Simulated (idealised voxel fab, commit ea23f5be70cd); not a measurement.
Presented below is a process module, voxel transistor to metal.
We display cut, a cross-section 215 nm in width whose square cells are each 5 nm.
Think of the cross-section as a grid of square cells. We describe it in bands, top to bottom, and each band covers one or more rows of those cells.
It is stipulated that each band's entry specify, in nanometres, the height of the top of the band and then that of its bottom, followed by the materials of the band in left-to-right sequence, each together with its width in nanometres. A single material marked by the word "full width" is understood to fill the band from edge to edge; the word "empty" is understood to denote empty space.
Basically, 0 is our baseline, since under it the wafer straight out of the box is all one material. The bottom band has no lower end and keeps on going down, so it looks like "z 0 and below".
A width given as "30 to 40" starts at the first number in the band's top row and ends at the second number in its bottom row, shifting by an equal amount at every step from row to row.
It should be understood that the words "no alteration", when stated for a given step, signify that the cross-section underwent no change in any of its cells during that step.
Closed empty spaces (no open way to the top) of 8 cells or more are what "Sealed-off cavities" lists, each as width x height at distance from the left edge, nm for all three.
It should be noted that, on the line of a given step, the content following the step's settings is a remark produced by the simulator itself with respect to that step.
"overlay nm" denotes, for a step that has a mask, the displacement of the mask to the right of its planned place, with negative values corresponding to the left.
Heads up before you read on: it's before/after pairs around one process step each, after side only down to the lowest band that changed, step plus settings under the pair. Pairs can be from different runs of this module, same starting wafer, so only chain a pair onto the one above if its "Pre-step view" entry says so.

Pre-step view
* z 95 to 70 = empty: 60, then Ru: 20, then empty: 50, then Ru: 20, then empty: 65
* z 70 to 65 = empty: 60, then TiN: 20, then empty: 50, then TiN: 20, then empty: 65
* z 65 to 55 = W full width
* z 55 to 50 = TiN: 65, then W: 10, then TiN: 60, then W: 10, then TiN: 70
* z 50 to 35 = SiO2: 60, then TiN: 5, then W: 10, then TiN: 5, then SiO2: 50, then TiN: 5, then W: 10, then TiN: 5, then SiO2: 65
* z 35 to 25 = SiO2: 60, then TiN: 5, then W: 10, then TiN: 5, then SiO2: 5, then SiN: 5, then SiO2: 5, then SiCN: 20, then SiO2: 5, then SiN: 5, then SiO2: 5, then TiN: 5, then W: 10, then TiN: 5, then SiO2: 65
* z 25 to 15 = SiO2: 60, then TiN: 5, then W: 10, then TiN: 5, then SiO2: 5, then SiN: 5, then SiO2: 5, then polySi: 20, then SiO2: 5, then SiN: 5, then SiO2: 5, then TiN: 5, then W: 10, then TiN: 5, then SiO2: 65
* z 15 to 10 = SiO2: 60, then TiN: 20, then SiO2: 5, then SiN: 5, then SiO2: 5, then polySi: 20, then SiO2: 5, then SiN: 5, then SiO2: 5, then TiN: 20, then SiO2: 65
* z 10 to 5 = SiO2: 60, then TiN: 10, then SiGe: 15, then SiN: 5, then SiO2: 5, then polySi: 20, then SiO2: 5, then SiN: 5, then SiGe: 15, then TiN: 10, then SiO2: 65
* z 5 to 0 = SiO2: 50, then SiN: 5, then SiO2: 5, then TiN: 10, then SiGe: 15, then SiN: 5, then SiO2: 5, then polySi: 20, then SiO2: 5, then SiN: 5, then SiGe: 15, then TiN: 10, then SiO2: 5, then SiN: 5, then SiO2: 55
* z 0 to -5 = SiO2: 55, then SiGe: 30, then SiO2: 40, then SiGe: 30, then SiO2: 60
* z -5 to -15 = SiO2: 55, then SiGe: 30, then Si: 40, then SiGe: 30, then SiO2: 60
* z -15 to -25 = SiO2: 55, then Si: 100, then SiO2: 60
* z -25 and below = Si full width
* Sealed-off cavities: none

Cross-Section Thereafter
* z 105 to 95 = lowk full width
* z 95 to 70 = lowk: 60, then Ru: 20, then lowk: 50, then Ru: 20, then lowk: 65
* z 70 to 65 = lowk: 60, then TiN: 20, then lowk: 50, then TiN: 20, then lowk: 65
* For the remainder of the cross-section, below 65, there is no change.
* Sealed-off cavities: none
Here is the step that sits between the two cross-sections above: FILL_DEP | material lowk | thk nm 10

Pre-step view: after-step cross-section of the pair just above applies.

Cross-Section Thereafter
* z 80 to 70 = lowk: 60, then Ru: 20, then lowk: 50, then Ru: 20, then lowk: 65
* For the remainder of the cross-section, below 70, there is no change.
* Sealed-off cavities: none
Here is the step that sits between the two cross-sections above: CMP | height nm 80

Pre-step view: after-step cross-section of the pair just above applies.

Cross-Section Thereafter
* z 85 to 80 = SiCN full width
* For the remainder of the cross-section, below 80, there is no change.
* Sealed-off cavities: none
Here is the step that sits between the two cross-sections above: CONFORMAL_DEP | material SiCN | thk nm 5

Pre-step view
* z 35 to 30 = empty: 85, then SiN: 5, then empty: 5, then SiCN: 20, then empty: 5, then SiN: 5, then empty: 90
* z 30 to 25 = empty: 85, then SiN: 5, then SiO2: 5, then SiCN: 20, then SiO2: 5, then SiN: 5, then empty: 90
* z 25 to 10 = empty: 85, then SiN: 5, then SiO2: 5, then polySi: 20, then SiO2: 5, then SiN: 5, then empty: 90
* z 10 to 5 = empty: 70, then SiGe: 15, then SiN: 5, then SiO2: 5, then polySi: 20, then SiO2: 5, then SiN: 5, then SiGe: 15, then empty: 75
* z 5 to 0 = empty: 50, then SiN: 5, then empty: 15, then SiGe: 15, then SiN: 5, then SiO2: 5, then polySi: 20, then SiO2: 5, then SiN: 5, then SiGe: 15, then empty: 15, then SiN: 5, then empty: 55
* z 0 to -5 = SiO2: 55, then SiGe: 30, then SiO2: 40, then SiGe: 30, then SiO2: 60
* z -5 to -15 = SiO2: 55, then SiGe: 30, then Si: 40, then SiGe: 30, then SiO2: 60
* z -15 to -25 = SiO2: 55, then Si: 100, then SiO2: 60
* z -25 and below = Si full width
* Sealed-off cavities: none

Cross-Section Thereafter
* z 35 to 30 = empty: 85, then SiN: 5, then empty: 5, then SiCN: 20, then empty: 5, then SiN: 5, then empty: 90
* z 30 to 25 = empty: 85, then SiN: 5, then SiO2: 5, then SiCN: 20, then SiO2: 5, then SiN: 5, then empty: 90
* z 25 to 15 = empty: 55, then SiGe: 30, then SiN: 5, then SiO2: 5, then polySi: 20, then SiO2: 5, then SiN: 5, then SiGe: 30, then empty: 60
* z 15 to 5 = empty: 45, then SiGe: 40, then SiN: 5, then SiO2: 5, then polySi: 20, then SiO2: 5, then SiN: 5, then SiGe: 40, then empty: 50
* z 5 to 0 = empty: 45, then SiGe: 5, then SiN: 5, then SiGe: 30, then SiN: 5, then SiO2: 5, then polySi: 20, then SiO2: 5, then SiN: 5, then SiGe: 30, then SiN: 5, then SiGe: 5, then empty: 50
* For the remainder of the cross-section, below 0, there is no change.
* Sealed-off cavities: none
Here is the step that sits between the two cross-sections above: EPI | material SiGe | thk nm 15

Pre-step view: after-step cross-section of the pair just above applies.

Cross-Section Thereafter
* z 40 to 35 = SiO2 full width
* z 35 to 25 = SiO2: 85, then SiN: 5, then SiO2: 5, then SiCN: 20, then SiO2: 5, then SiN: 5, then SiO2: 90
* z 25 to 15 = SiO2: 55, then SiGe: 30, then SiN: 5, then SiO2: 5, then polySi: 20, then SiO2: 5, then SiN: 5, then SiGe: 30, then SiO2: 60
* z 15 to 5 = SiO2: 45, then SiGe: 40, then SiN: 5, then SiO2: 5, then polySi: 20, then SiO2: 5, then SiN: 5, then SiGe: 40, then SiO2: 50
* z 5 to 0 = SiO2: 45, then SiGe: 5, then SiN: 5, then SiGe: 30, then SiN: 5, then SiO2: 5, then polySi: 20, then SiO2: 5, then SiN: 5, then SiGe: 30, then SiN: 5, then SiGe: 5, then SiO2: 50
* For the remainder of the cross-section, below 0, there is no change.
* Sealed-off cavities: none
Here is the step that sits between the two cross-sections above: FILL_DEP | material SiO2 | thk nm 5

Pre-step view: after-step cross-section of the pair just above applies.

Cross-Section Thereafter
* z 35 to 25 = SiO2: 85, then SiN: 5, then SiO2: 5, then SiCN: 20, then SiO2: 5, then SiN: 5, then SiO2: 90
* For the remainder of the cross-section, below 25, there is no change.
* Sealed-off cavities: none
Here is the step that sits between the two cross-sections above: CMP | height nm 35

Pre-step view: after-step cross-section of the pair just above applies.

Cross-Section Thereafter
* z 50 to 35 = SiO2 full width
* For the remainder of the cross-section, below 35, there is no change.
* Sealed-off cavities: none
Here is the step that sits between the two cross-sections above: DIRECTIONAL_DEP | material SiO2 | thk nm 15

Pre-step view: after-step cross-section of the pair just above applies.

Cross-Section Thereafter
* z 60 to 50 = aC full width
* For the remainder of the cross-section, below 50, there is no change.
* Sealed-off cavities: none
Here is the step that sits between the two cross-sections above: DIRECTIONAL_DEP | material aC | thk nm 10

Pre-step view: after-step cross-section of the pair just above applies.

Cross-Section Thereafter
* z 90 to 60 = resist: 60, then empty: 20, then resist: 50, then empty: 20, then resist: 65
* For the remainder of the cross-section, below 60, there is no change.
* Sealed-off cavities: none
Here is the step that sits between the two cross-sections above: PATTERN | tone open | mask id CONTACT | material resist | width nm 20 | pitch nm 70 | thk nm 30 | overlay nm 0

Pre-step view: after-step cross-section of the pair just above applies.

Cross-Section Thereafter
* z 80 to 60 = resist: 60, then empty: 20, then resist: 50, then empty: 20, then resist: 65
* z 60 to 50 = aC: 60, then empty: 20, then aC: 50, then empty: 20, then aC: 65
* For the remainder of the cross-section, below 50, there is no change.
* Sealed-off cavities: none
Here is the step that sits between the two cross-sections above: DIRECTIONAL_ETCH | etch materials aC | depth nm 10

Pre-step view: after-step cross-section of the pair just above applies.

Cross-Section Thereafter
* z 60 to 50 = aC: 60, then empty: 20, then aC: 50, then empty: 20, then aC: 65
* For the remainder of the cross-section, below 50, there is no change.
* Sealed-off cavities: none
Here is the step that sits between the two cross-sections above: STRIP | etch materials resist

Pre-step view: after-step cross-section of the pair just above applies.

Cross-Section Thereafter
* z 60 to 50 = aC: 60, then empty: 20, then aC: 50, then empty: 20, then aC: 65
* z 50 to 35 = SiO2: 60, then empty: 20, then SiO2: 50, then empty: 20, then SiO2: 65
* z 35 to 25 = SiO2: 60, then empty: 20, then SiO2: 5, then SiN: 5, then SiO2: 5, then SiCN: 20, then SiO2: 5, then SiN: 5, then SiO2: 5, then empty: 20, then SiO2: 65
* For the remainder of the cross-section, below 25, there is no change.
* Sealed-off cavities: none
Here is the step that sits between the two cross-sections above: DIRECTIONAL_ETCH | etch materials SiO2 | depth nm 50

Pre-step view: after-step cross-section of the pair just above applies.

Cross-Section Thereafter
* z 50 to 35 = SiO2: 60, then empty: 20, then SiO2: 50, then empty: 20, then SiO2: 65
* For the remainder of the cross-section, below 35, there is no change.
* Sealed-off cavities: none
Here is the step that sits between the two cross-sections above: STRIP | etch materials aC

Pre-step view: after-step cross-section of the pair just above applies.

Cross-Section Thereafter
* z 55 to 50 = TiN: 65, then empty: 10, then TiN: 60, then empty: 10, then TiN: 70
* z 50 to 35 = SiO2: 60, then TiN: 5, then empty: 10, then TiN: 5, then SiO2: 50, then TiN: 5, then empty: 10, then TiN: 5, then SiO2: 65
* z 35 to 30 = SiO2: 60, then TiN: 5, then empty: 10, then TiN: 5, then SiO2: 5, then SiN: 5, then SiO2: 5, then SiCN: 20, then SiO2: 5, then SiN: 5, then SiO2: 5, then TiN: 5, then empty: 10, then TiN: 5, then SiO2: 65
* z 30 to 25 = SiO2: 60, then TiN: 20, then SiO2: 5, then SiN: 5, then SiO2: 5, then SiCN: 20, then SiO2: 5, then SiN: 5, then SiO2: 5, then TiN: 20, then SiO2: 65
* For the remainder of the cross-section, below 25, there is no change.
* Sealed-off cavities: none
Here is the step that sits between the two cross-sections above: CONFORMAL_DEP | material TiN | thk nm 5

Pre-step view: after-step cross-section of the pair just above applies.

Cross-Section Thereafter
* z 65 to 55 = W full width
* z 55 to 50 = TiN: 65, then W: 10, then TiN: 60, then W: 10, then TiN: 70
* z 50 to 35 = SiO2: 60, then TiN: 5, then W: 10, then TiN: 5, then SiO2: 50, then TiN: 5, then W: 10, then TiN: 5, then SiO2: 65
* z 35 to 30 = SiO2: 60, then TiN: 5, then W: 10, then TiN: 5, then SiO2: 5, then SiN: 5, then SiO2: 5, then SiCN: 20, then SiO2: 5, then SiN: 5, then SiO2: 5, then TiN: 5, then W: 10, then TiN: 5, then SiO2: 65
* For the remainder of the cross-section, below 30, there is no change.
* Sealed-off cavities: none
Here is the step that sits between the two cross-sections above: FILL_DEP | material W | thk nm 10

Pre-step view: after-step cross-section of the pair just above applies.

Cross-Section Thereafter
* z 50 to 35 = SiO2: 60, then TiN: 5, then W: 10, then TiN: 5, then SiO2: 50, then TiN: 5, then W: 10, then TiN: 5, then SiO2: 65
* For the remainder of the cross-section, below 35, there is no change.
* Sealed-off cavities: none
Here is the step that sits between the two cross-sections above: CMP | height nm 50

Pre-step view: after-step cross-section of the pair just above applies.

Cross-Section Thereafter
* z 55 to 50 = TiN full width
* For the remainder of the cross-section, below 50, there is no change.
* Sealed-off cavities: none
Here is the step that sits between the two cross-sections above: DIRECTIONAL_DEP | material TiN | thk nm 5

Pre-step view: after-step cross-section of the pair just above applies.

Cross-Section Thereafter
* z 80 to 55 = Ru full width
* For the remainder of the cross-section, below 55, there is no change.
* Sealed-off cavities: none
Here is the step that sits between the two cross-sections above: DIRECTIONAL_DEP | material Ru | thk nm 25

Pre-step view: after-step cross-section of the pair just above applies.

Cross-Section Thereafter
* z 95 to 80 = aC full width
* For the remainder of the cross-section, below 80, there is no change.
* Sealed-off cavities: none
Here is the step that sits between the two cross-sections above: DIRECTIONAL_DEP | material aC | thk nm 15

Pre-step view: after-step cross-section of the pair just above applies.

Cross-Section Thereafter
* z 130 to 95 = empty: 60, then resist: 20, then empty: 50, then resist: 20, then empty: 65
* For the remainder of the cross-section, below 95, there is no change.
* Sealed-off cavities: none
Here is the step that sits between the two cross-sections above: PATTERN | tone cover | mask id METAL_1 | material resist | width nm 20 | pitch nm 70 | thk nm 35 | overlay nm 0

Pre-step view: after-step cross-section of the pair just above applies.

Cross-Section Thereafter
* z 115 to 95 = empty: 60, then resist: 20, then empty: 50, then resist: 20, then empty: 65
* z 95 to 80 = empty: 60, then aC: 20, then empty: 50, then aC: 20, then empty: 65
* For the remainder of the cross-section, below 80, there is no change.
* Sealed-off cavities: none
Here is the step that sits between the two cross-sections above: DIRECTIONAL_ETCH | etch materials aC | depth nm 15

Pre-step view: after-step cross-section of the pair just above applies.

Cross-Section Thereafter
* z 95 to 80 = empty: 60, then aC: 20, then empty: 50, then aC: 20, then empty: 65
* For the remainder of the cross-section, below 80, there is no change.
* Sealed-off cavities: none
Here is the step that sits between the two cross-sections above: STRIP | etch materials resist

Pre-step view: after-step cross-section of the pair just above applies.

Cross-Section Thereafter
* z 95 to 80 = empty: 60, then aC: 20, then empty: 50, then aC: 20, then empty: 65
* z 80 to 55 = empty: 60, then Ru: 20, then empty: 50, then Ru: 20, then empty: 65
* For the remainder of the cross-section, below 55, there is no change.
* Sealed-off cavities: none
Here is the step that sits between the two cross-sections above: DIRECTIONAL_ETCH | etch materials Ru | depth nm 25

Pre-step view: after-step cross-section of the pair just above applies.

Cross-Section Thereafter
* z 95 to 80 = empty: 60, then aC: 20, then empty: 50, then aC: 20, then empty: 65
* z 80 to 55 = empty: 60, then Ru: 20, then empty: 50, then Ru: 20, then empty: 65
* z 55 to 50 = empty: 60, then TiN: 20, then empty: 50, then TiN: 20, then empty: 65
* For the remainder of the cross-section, below 50, there is no change.
* Sealed-off cavities: none
Here is the step that sits between the two cross-sections above: DIRECTIONAL_ETCH | etch materials TiN | depth nm 5

Pre-step view: after-step cross-section of the pair just above applies.

Cross-Section Thereafter
* z 80 to 55 = empty: 60, then Ru: 20, then empty: 50, then Ru: 20, then empty: 65
* For the remainder of the cross-section, below 55, there is no change.
* Sealed-off cavities: none
Here is the step that sits between the two cross-sections above: STRIP | etch materials aC

Pre-step view: after-step cross-section of the pair just above applies.

Cross-Section Thereafter
* z 90 to 80 = lowk full width
* z 80 to 55 = lowk: 60, then Ru: 20, then lowk: 50, then Ru: 20, then lowk: 65
* z 55 to 50 = lowk: 60, then TiN: 20, then lowk: 50, then TiN: 20, then lowk: 65
* For the remainder of the cross-section, below 50, there is no change.
* Sealed-off cavities: none
Here is the step that sits between the two cross-sections above: FILL_DEP | material lowk | thk nm 10

Pre-step view: after-step cross-section of the pair just above applies.

Cross-Section Thereafter
* z 80 to 55 = lowk: 60, then Ru: 20, then lowk: 50, then Ru: 20, then lowk: 65
* For the remainder of the cross-section, below 55, there is no change.
* Sealed-off cavities: none
Here is the step that sits between the two cross-sections above: CMP | height nm 80

Pre-step view: after-step cross-section of the pair just above applies.

Cross-Section Thereafter
* z 85 to 80 = SiCN full width
* For the remainder of the cross-section, below 80, there is no change.
* Sealed-off cavities: none
Here is the step that sits between the two cross-sections above: CONFORMAL_DEP | material SiCN | thk nm 5

Pre-step view
* z 20 to 5 = SiO2: 50, then SiN: 110, then SiO2: 55
* z 5 to 0 = SiO2 full width
* z 0 to -25 = SiO2: 55, then Si: 100, then SiO2: 60
* z -25 and below = Si full width
* Sealed-off cavities: none

Cross-Section Thereafter
* z 20 to 5 = SiO2: 50, then empty: 110, then SiO2: 55
* For the remainder of the cross-section, below 5, there is no change.
* Sealed-off cavities: none
Here is the step that sits between the two cross-sections above: STRIP | etch materials SiN

Pre-step view: after-step cross-section of the pair just above applies.

Cross-Section Thereafter
* z 10 to 0 = SiO2: 40, then empty: 130, then SiO2: 45
* z 0 to -5 = SiO2: 40, then empty: 15, then Si: 100, then empty: 15, then SiO2: 45
* For the remainder of the cross-section, below -5, there is no change.
* Sealed-off cavities: none
Here is the step that sits between the two cross-sections above: SELECTIVE_ETCH | etch materials SiO2 | depth nm 10

Pre-step view: after-step cross-section of the pair just above applies.

Cross-Section Thereafter
* z 5 to 0 = SiO2: 35, then empty: 140, then SiO2: 40
* z 0 to -10 = SiO2: 35, then empty: 20, then Si: 100, then empty: 20, then SiO2: 40
* For the remainder of the cross-section, below -10, there is no change.
* Sealed-off cavities: none
Here is the step that sits between the two cross-sections above: SELECTIVE_ETCH | etch materials SiO2 | depth nm 5

Pre-step view: after-step cross-section of the pair just above applies.

Cross-Section Thereafter
* z 5 to 0 = SiO2: 35, then empty: 140, then SiO2: 40
* z 0 to -5 = SiO2: 35, then empty: 20, then SiO2: 100, then empty: 20, then SiO2: 40
* z -5 to -10 = SiO2: 35, then empty: 20, then SiO2: 5, then Si: 90, then SiO2: 5, then empty: 20, then SiO2: 40
* z -10 to -15 = SiO2: 60, then Si: 90, then SiO2: 65
* For the remainder of the cross-section, below -15, there is no change.
* Sealed-off cavities: none
Here is the step that sits between the two cross-sections above: OXIDIZE | depth nm 5

Pre-step view: after-step cross-section of the pair just above applies.

Cross-Section Thereafter
* z 30 to 25 = polySi: 35, then empty: 140, then polySi: 40
* z 25 to 15 = polySi: 35, then empty: 20, then polySi: 100, then empty: 20, then polySi: 40
* z 15 to 5 = polySi full width
* z 5 to 0 = SiO2: 35, then polySi: 140, then SiO2: 40
* z 0 to -5 = SiO2: 35, then polySi: 20, then SiO2: 100, then polySi: 20, then SiO2: 40
* z -5 to -10 = SiO2: 35, then polySi: 20, then SiO2: 5, then Si: 90, then SiO2: 5, then polySi: 20, then SiO2: 40
* For the remainder of the cross-section, below -10, there is no change.
* Sealed-off cavities: none
Here is the step that sits between the two cross-sections above: DIRECTIONAL_DEP | material polySi | thk nm 25

Pre-step view: after-step cross-section of the pair just above applies.

Cross-Section Thereafter
* z 40 to 35 = SiCN: 35, then empty: 140, then SiCN: 40
* z 35 to 30 = SiCN: 35, then empty: 20, then SiCN: 100, then empty: 20, then SiCN: 40
* z 30 to 25 = polySi: 35, then empty: 20, then SiCN: 100, then empty: 20, then polySi: 40
* z 25 to 15 = polySi: 35, then SiCN: 20, then polySi: 100, then SiCN: 20, then polySi: 40
* For the remainder of the cross-section, below 15, there is no change.
* Sealed-off cavities: none
Here is the step that sits between the two cross-sections above: DIRECTIONAL_DEP | material SiCN | thk nm 10

Pre-step view: after-step cross-section of the pair just above applies.

Cross-Section Thereafter
* z 35 to 30 = empty: 95, then SiCN: 20, then empty: 100
* z 30 to 25 = polySi: 35, then empty: 60, then SiCN: 20, then empty: 60, then polySi: 40
* z 25 to 15 = polySi: 35, then empty: 20, then polySi: 100, then empty: 20, then polySi: 40
* For the remainder of the cross-section, below 15, there is no change.
* Sealed-off cavities: none
Here is the step that sits between the two cross-sections above: MASKED_ETCH | tone cover | mask id GATE | width nm 20 | etch materials SiCN | depth nm 20 | overlay nm 0

Pre-step view: after-step cross-section of the pair just above applies.

Cross-Section Thereafter
* z 35 to 25 = empty: 95, then SiCN: 20, then empty: 100
* z 25 to 5 = empty: 95, then polySi: 20, then empty: 100
* z 5 to 0 = SiO2: 35, then empty: 60, then polySi: 20, then empty: 60, then SiO2: 40
* z 0 to -5 = SiO2: 35, then empty: 20, then SiO2: 100, then empty: 20, then SiO2: 40
* z -5 to -10 = SiO2: 35, then empty: 20, then SiO2: 5, then Si: 90, then SiO2: 5, then empty: 20, then SiO2: 40
* For the remainder of the cross-section, below -10, there is no change.
* Sealed-off cavities: none
Here is the step that sits between the two cross-sections above: MASKED_ETCH | tone cover | mask id GATE | width nm 20 | etch materials polySi | depth nm 35 | overlay nm 0

Pre-step view: after-step cross-section of the pair just above applies.

Cross-Section Thereafter
* z 40 to 35 = empty: 90, then SiO2: 30, then empty: 95
* z 35 to 25 = empty: 90, then SiO2: 5, then SiCN: 20, then SiO2: 5, then empty: 95
* z 25 to 10 = empty: 90, then SiO2: 5, then polySi: 20, then SiO2: 5, then empty: 95
* z 10 to 0 = SiO2: 40, then empty: 50 to 10, then SiO2: 5 to 45, then polySi: 20, then SiO2: 5 to 45, then empty: 50 to 10, then SiO2: 45
* z 0 to -5 = SiO2: 40, then empty: 10, then SiO2: 110, then empty: 10, then SiO2: 45
* z -5 to -15 = SiO2: 60, then Si: 90, then SiO2: 65
* For the remainder of the cross-section, below -15, there is no change.
* Sealed-off cavities: none
Here is the step that sits between the two cross-sections above: CONFORMAL_DEP | material SiO2 | thk nm 5

Pre-step view: after-step cross-section of the pair just above applies.

Cross-Section Thereafter
* z 35 to 25 = empty: 90, then SiO2: 5, then SiCN: 20, then SiO2: 5, then empty: 95
* z 25 to 5 = empty: 90, then SiO2: 5, then polySi: 20, then SiO2: 5, then empty: 95
* z 5 to 0 = SiO2: 40, then empty: 50, then SiO2: 5, then polySi: 20, then SiO2: 5, then empty: 50, then SiO2: 45
* z 0 to -5 = SiO2: 40, then empty: 10, then SiO2: 110, then empty: 10, then SiO2: 45
* z -5 to -10 = SiO2: 40, then empty: 10, then SiO2: 10, then Si: 90, then SiO2: 10, then empty: 10, then SiO2: 45
* For the remainder of the cross-section, below -10, there is no change.
* Sealed-off cavities: none
Here is the step that sits between the two cross-sections above: DIRECTIONAL_ETCH | etch materials SiO2 | depth nm 5

Pre-step view: after-step cross-section of the pair just above applies.

Cross-Section Thereafter
* z 40 to 35 = empty: 85, then SiN: 40, then empty: 90
* z 35 to 25 = empty: 85, then SiN: 5, then SiO2: 5, then SiCN: 20, then SiO2: 5, then SiN: 5, then empty: 90
* z 25 to 10 = empty: 85, then SiN: 5, then SiO2: 5, then polySi: 20, then SiO2: 5, then SiN: 5, then empty: 90
* z 10 to 5 = SiN: 45, then empty: 40, then SiN: 5, then SiO2: 5, then polySi: 20, then SiO2: 5, then SiN: 5, then empty: 40, then SiN: 50
* z 5 to 0 = SiO2: 40, then SiN: 50, then SiO2: 5, then polySi: 20, then SiO2: 5, then SiN: 50, then SiO2: 45
* z 0 to -5 = SiO2: 40, then SiN: 10, then SiO2: 110, then SiN: 10, then SiO2: 45
* z -5 to -10 = SiO2: 40, then SiN: 10, then SiO2: 10, then Si: 90, then SiO2: 10, then SiN: 10, then SiO2: 45
* For the remainder of the cross-section, below -10, there is no change.
* Sealed-off cavities: none
Here is the step that sits between the two cross-sections above: CONFORMAL_DEP | material SiN | thk nm 5

Pre-step view: after-step cross-section of the pair just above applies.

Cross-Section Thereafter
* z 35 to 25 = empty: 85, then SiN: 5, then SiO2: 5, then SiCN: 20, then SiO2: 5, then SiN: 5, then empty: 90
* z 25 to 5 = empty: 85, then SiN: 5, then SiO2: 5, then polySi: 20, then SiO2: 5, then SiN: 5, then empty: 90
* z 5 to 0 = SiO2: 40, then SiN: 5, then empty: 40, then SiN: 5, then SiO2: 5, then polySi: 20, then SiO2: 5, then SiN: 5, then empty: 40, then SiN: 5, then SiO2: 45
* For the remainder of the cross-section, below 0, there is no change.
* Sealed-off cavities: none
Here is the step that sits between the two cross-sections above: DIRECTIONAL_ETCH | etch materials SiN | depth nm 5

Pre-step view: after-step cross-section of the pair just above applies.

Cross-Section Thereafter
* z 35 to 30 = empty: 85, then SiN: 5, then empty: 5, then SiCN: 20, then empty: 5, then SiN: 5, then empty: 90
* z 30 to 25 = empty: 85, then SiN: 5, then SiO2: 5, then SiCN: 20, then SiO2: 5, then SiN: 5, then empty: 90
* z 25 to 5 = empty: 85, then SiN: 5, then SiO2: 5, then polySi: 20, then SiO2: 5, then SiN: 5, then empty: 90
* z 5 to 0 = empty: 40, then SiN: 5, then empty: 40, then SiN: 5, then SiO2: 5, then polySi: 20, then SiO2: 5, then SiN: 5, then empty: 40, then SiN: 5, then empty: 45
* z 0 to -5 = SiO2: 40, then SiN: 10, then empty: 35, then SiO2: 40, then empty: 35, then SiN: 10, then SiO2: 45
* For the remainder of the cross-section, below -5, there is no change.
* Sealed-off cavities: none
Here is the step that sits between the two cross-sections above: DIRECTIONAL_ETCH | etch materials SiO2 | depth nm 5

Pre-step view: after-step cross-section of the pair just above applies.

Cross-Section Thereafter
* z 35 to 30 = empty: 85, then SiN: 5, then empty: 5, then SiCN: 20, then empty: 5, then SiN: 5, then empty: 90
* z 30 to 25 = empty: 85, then SiN: 5, then SiO2: 5, then SiCN: 20, then SiO2: 5, then SiN: 5, then empty: 90
* z 25 to 5 = empty: 85, then SiN: 5, then SiO2: 5, then polySi: 20, then SiO2: 5, then SiN: 5, then empty: 90
* z 5 to 0 = empty: 40, then SiN: 5, then empty: 40, then SiN: 5, then SiO2: 5, then polySi: 20, then SiO2: 5, then SiN: 5, then empty: 40, then SiN: 5, then empty: 45
* z 0 to -5 = SiO2: 40, then SiN: 10, then empty: 35, then SiO2: 40, then empty: 35, then SiN: 10, then SiO2: 45
* z -5 to -10 = SiO2: 40, then SiN: 10, then SiO2: 10, then empty: 25, then Si: 40, then empty: 25, then SiO2: 10, then SiN: 10, then SiO2: 45
* z -10 to -15 = SiO2: 60, then empty: 25, then Si: 40, then empty: 25, then SiO2: 65
* For the remainder of the cross-section, below -15, there is no change.
* Sealed-off cavities: none
Here is the step that sits between the two cross-sections above: DIRECTIONAL_ETCH | etch materials Si | depth nm 10

Pre-step view: after-step cross-section of the pair just above applies.

Cross-Section Thereafter
* z 35 to 30 = empty: 85, then SiN: 5, then empty: 5, then SiCN: 20, then empty: 5, then SiN: 5, then empty: 90
* z 30 to 25 = empty: 85, then SiN: 5, then SiO2: 5, then SiCN: 20, then SiO2: 5, then SiN: 5, then empty: 90
* z 25 to 10 = empty: 85, then SiN: 5, then SiO2: 5, then polySi: 20, then SiO2: 5, then SiN: 5, then empty: 90
* z 10 to 5 = empty: 70, then SiGe: 15, then SiN: 5, then SiO2: 5, then polySi: 20, then SiO2: 5, then SiN: 5, then SiGe: 15, then empty: 75
* z 5 to 0 = empty: 40, then SiN: 5, then empty: 25, then SiGe: 15, then SiN: 5, then SiO2: 5, then polySi: 20, then SiO2: 5, then SiN: 5, then SiGe: 15, then empty: 25, then SiN: 5, then empty: 45
* z 0 to -5 = SiO2: 40, then SiN: 10, then empty: 5, then SiGe: 30, then SiO2: 40, then SiGe: 30, then empty: 5, then SiN: 10, then SiO2: 45
* z -5 to -10 = SiO2: 40, then SiN: 10, then SiO2: 10, then SiGe: 25, then Si: 40, then SiGe: 25, then SiO2: 10, then SiN: 10, then SiO2: 45
* z -10 to -15 = SiO2: 60, then SiGe: 25, then Si: 40, then SiGe: 25, then SiO2: 65
* For the remainder of the cross-section, below -15, there is no change.
* Sealed-off cavities: none
Here is the step that sits between the two cross-sections above: EPI | material SiGe | thk nm 15

Pre-step view: after-step cross-section of the pair just above applies.

Cross-Section Thereafter
* z 40 to 35 = SiO2 full width
* z 35 to 25 = SiO2: 85, then SiN: 5, then SiO2: 5, then SiCN: 20, then SiO2: 5, then SiN: 5, then SiO2: 90
* z 25 to 10 = SiO2: 85, then SiN: 5, then SiO2: 5, then polySi: 20, then SiO2: 5, then SiN: 5, then SiO2: 90
* z 10 to 5 = SiO2: 70, then SiGe: 15, then SiN: 5, then SiO2: 5, then polySi: 20, then SiO2: 5, then SiN: 5, then SiGe: 15, then SiO2: 75
* z 5 to 0 = SiO2: 40, then SiN: 5, then SiO2: 25, then SiGe: 15, then SiN: 5, then SiO2: 5, then polySi: 20, then SiO2: 5, then SiN: 5, then SiGe: 15, then SiO2: 25, then SiN: 5, then SiO2: 45
* z 0 to -5 = SiO2: 40, then SiN: 10, then SiO2: 5, then SiGe: 30, then SiO2: 40, then SiGe: 30, then SiO2: 5, then SiN: 10, then SiO2: 45
* For the remainder of the cross-section, below -5, there is no change.
* Sealed-off cavities: none
Here is the step that sits between the two cross-sections above: FILL_DEP | material SiO2 | thk nm 5

Pre-step view: after-step cross-section of the pair just above applies.

Cross-Section Thereafter
* z 35 to 25 = SiO2: 85, then SiN: 5, then SiO2: 5, then SiCN: 20, then SiO2: 5, then SiN: 5, then SiO2: 90
* For the remainder of the cross-section, below 25, there is no change.
* Sealed-off cavities: none
Here is the step that sits between the two cross-sections above: CMP | height nm 35

Pre-step view: after-step cross-section of the pair just above applies.

Cross-Section Thereafter
* z 50 to 35 = SiO2 full width
* For the remainder of the cross-section, below 35, there is no change.
* Sealed-off cavities: none
Here is the step that sits between the two cross-sections above: DIRECTIONAL_DEP | material SiO2 | thk nm 15

Pre-step view: after-step cross-section of the pair just above applies.

Cross-Section Thereafter
* z 60 to 50 = aC full width
* For the remainder of the cross-section, below 50, there is no change.
* Sealed-off cavities: none
Here is the step that sits between the two cross-sections above: DIRECTIONAL_DEP | material aC | thk nm 10

Pre-step view: after-step cross-section of the pair just above applies.

Cross-Section Thereafter
* z 90 to 60 = resist: 60, then empty: 20, then resist: 50, then empty: 20, then resist: 65
* For the remainder of the cross-section, below 60, there is no change.
* Sealed-off cavities: none
Here is the step that sits between the two cross-sections above: PATTERN | tone open | mask id CONTACT | material resist | width nm 20 | pitch nm 70 | thk nm 30 | overlay nm 0
